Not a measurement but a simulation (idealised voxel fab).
process module | voxel gate over fins
cross-section cut | 180 nm wide | cells 5 nm
A cross-section is a grid of square cells, given in bands from the top down. A band is one or more rows of cells.
Each band's line starts with the height of the band's top and of its bottom, in nm. Then come its materials from left to right, each with its width in nm. One material with "throughout" fills the band from edge to edge. "air" is empty space.
Height 0 is the level under which the wafer as received is all one material. The lowest band goes on downwards, as in "0 down".
A width such as "30 to 40" changes by the same amount from each row of cells to the next, from the band's top row to its bottom row.
"no change" after a step means that no cell of the cross-section changed.
closed voids: empty space of 8 cells or more with no open way to the top, each as width x height at its distance from the left edge, in nm
after a step's settings: what the simulator itself notes on the step
overlay nm, on a step with a mask: how far to the right of its planned place the mask lay; to the left if negative
plan
1 op RECEIVE | material Si
2 op CONFORMAL_DEP | material SiN | thk nm 5
3 op PATTERN | tone cover | mask id FINS | material resist | width nm 15 | pitch nm 35 | thk nm 15 | overlay nm 0
4 op DIRECTIONAL_ETCH | etch materials SiN | depth nm 5
5 op DIRECTIONAL_ETCH | etch materials Si | depth nm 35
6 op STRIP | etch materials resist
7 op FILL_DEP | material SiO2 | thk nm 5
8 op CMP | height nm 5
9 op SELECTIVE_ETCH | etch materials SiO2 | depth nm 15
10 op STRIP | etch materials SiN
11 op CONFORMAL_DEP | material HfO2 | thk nm 5
12 op CONFORMAL_DEP | material TiN | thk nm 5
13 op FILL_DEP | material W | thk nm 10
14 op CMP | height nm 15
15 op CONFORMAL_DEP | material SiN | thk nm 5
as received, after step 1
  0 down: Si throughout
  closed voids: none
a wafer at the end: this start, this plan, one mistake
  20 to 15: SiN throughout
  15 to 5: W throughout
  5 to 0: W 40 | TiN 25 | W 10 | TiN 25 | W 10 | TiN 25 | W 45
  0 to -5: W 40 | TiN 5 | Si 15 | TiN 5 | W 10 | TiN 5 | Si 15 | TiN 5 | W 10 | TiN 5 | Si 15 | TiN 5 | W 45
  -5 to -10: TiN 45 | Si 15 | TiN 20 | Si 15 | TiN 20 | Si 15 | TiN 50
  -10 to -35: SiO2 45 | Si 15 | SiO2 20 | Si 15 | SiO2 20 | Si 15 | SiO2 50
  -35 down: Si throughout
  closed voids: none
what went wrong: step 11 was left out
